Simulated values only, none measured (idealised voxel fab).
Herein follows the process module entitled voxel plated lines.
Shown is cross-section cut, with a width of 210 nm and square cells of size 5 nm.
The cross-sections in this document take the form of a grid made of square cells. They are written out as bands, in order from top to bottom. Each band consists of one or more rows of cells. It is stipulated that each band's entry specify, in nanometres, the height of the top of the band and then that of its bottom, followed by the materials of the band in left-to-right sequence, each together with its width in nanometres. A single material marked by the word "full width" is understood to fill the band from edge to edge; the word "blank" is understood to denote empty space. Where do heights start? At 0: under that level the wafer as delivered is made of one material only. And the lowest band has no floor; it just carries on downward, as in "0 nm and below". A width such as "30..40" changes by the same amount from each row of cells to the next, from the band's top row to its bottom row. Basically "nothing altered" means that step didn't change any cell in the cross-section. "Tabulated closed voids": sealed empty spaces, 8 cells or more, no open way to top, listed width x height at distance, with distance from the left edge and width, height and distance in nm. On each step's line, the part that comes after the settings is the simulator's own comment on the step. On any step carrying a mask, the "overlay nm" setting, if present on the step's line, tells how far right of its planned place the mask lay; negative values point to the left.
# This section lists the process steps that were planned
1: RECEIVE, material Si
2: CONFORMAL_DEP, material SiN, thk nm 10
3: DIRECTIONAL_DEP, material TiN, thk nm 5
4: PATTERN, tone open, mask id LINES, material resist, width nm 20, pitch nm 45, thk nm 30, overlay nm -10
5: EPI, material Ru, thk nm 10
6: EPI, material Ru, thk nm 10
7: STRIP, etch materials resist
8: DIRECTIONAL_ETCH, etch materials TiN, depth nm 5
9: CONFORMAL_DEP, material SiCN, thk nm 5
Among the wafers covered here, the point of difference is the overlay nm at step 4; their starting state is shared, and the plan presents the value of the first wafer.
# This is how the first of several wafers looked in cross-section when it arrived, which is after step 1
	0 nm and below = Si full width
	Tabulated closed voids: none
# Cross-section of the first of several wafers, taken after step 9, where the module ends
	40 nm to 35 nm = 10 nm blank | 30 nm SiCN | 15 nm blank | 30 nm SiCN | 15 nm blank | 30 nm SiCN | 15 nm blank | 30 nm SiCN | 35 nm blank
	35 nm to 15 nm = 10 nm blank | 5 nm SiCN | 20 nm Ru | 5 nm SiCN | 15 nm blank | 5 nm SiCN | 20 nm Ru | 5 nm SiCN | 15 nm blank | 5 nm SiCN | 20 nm Ru | 5 nm SiCN | 15 nm blank | 5 nm SiCN | 20 nm Ru | 5 nm SiCN | 35 nm blank
	15 nm to 10 nm = 15 nm SiCN | 20 nm TiN | 25 nm SiCN | 20 nm TiN | 25 nm SiCN | 20 nm TiN | 25 nm SiCN | 20 nm TiN | 40 nm SiCN
	10 nm to 0 nm = SiN full width
	0 nm and below = Si full width
	Tabulated closed voids: none
# Cross-section at module completion, last wafer
	40 nm to 35 nm = 35 nm blank | 30 nm SiCN | 15 nm blank | 30 nm SiCN | 15 nm blank | 30 nm SiCN | 15 nm blank | 30 nm SiCN | 10 nm blank
	35 nm to 15 nm = 35 nm blank | 5 nm SiCN | 20 nm Ru | 5 nm SiCN | 15 nm blank | 5 nm SiCN | 20 nm Ru | 5 nm SiCN | 15 nm blank | 5 nm SiCN | 20 nm Ru | 5 nm SiCN | 15 nm blank | 5 nm SiCN | 20 nm Ru | 5 nm SiCN | 10 nm blank
	15 nm to 10 nm = 40 nm SiCN | 20 nm TiN | 25 nm SiCN | 20 nm TiN | 25 nm SiCN | 20 nm TiN | 25 nm SiCN | 20 nm TiN | 15 nm SiCN
	10 nm to 0 nm = SiN full width
	0 nm and below = Si full width
	Tabulated closed voids: none
# wafer rows; end of module; cells per material since receipt: (+) gained, (-) lost; then closed voids
overlay nm -10, +64 Ru, +82 SiCN, +84 SiN, +16 TiN, Tabulated closed voids: none
overlay nm -5, +64 Ru, +82 SiCN, +84 SiN, +16 TiN, Tabulated closed voids: none
overlay nm 0, +64 Ru, +82 SiCN, +84 SiN, +16 TiN, Tabulated closed voids: none
overlay nm 5, +64 Ru, +82 SiCN, +84 SiN, +16 TiN, Tabulated closed voids: none
overlay nm 10, +64 Ru, +82 SiCN, +84 SiN, +16 TiN, Tabulated closed voids: none
overlay nm 15, +64 Ru, +82 SiCN, +84 SiN, +16 TiN, Tabulated closed voids: none
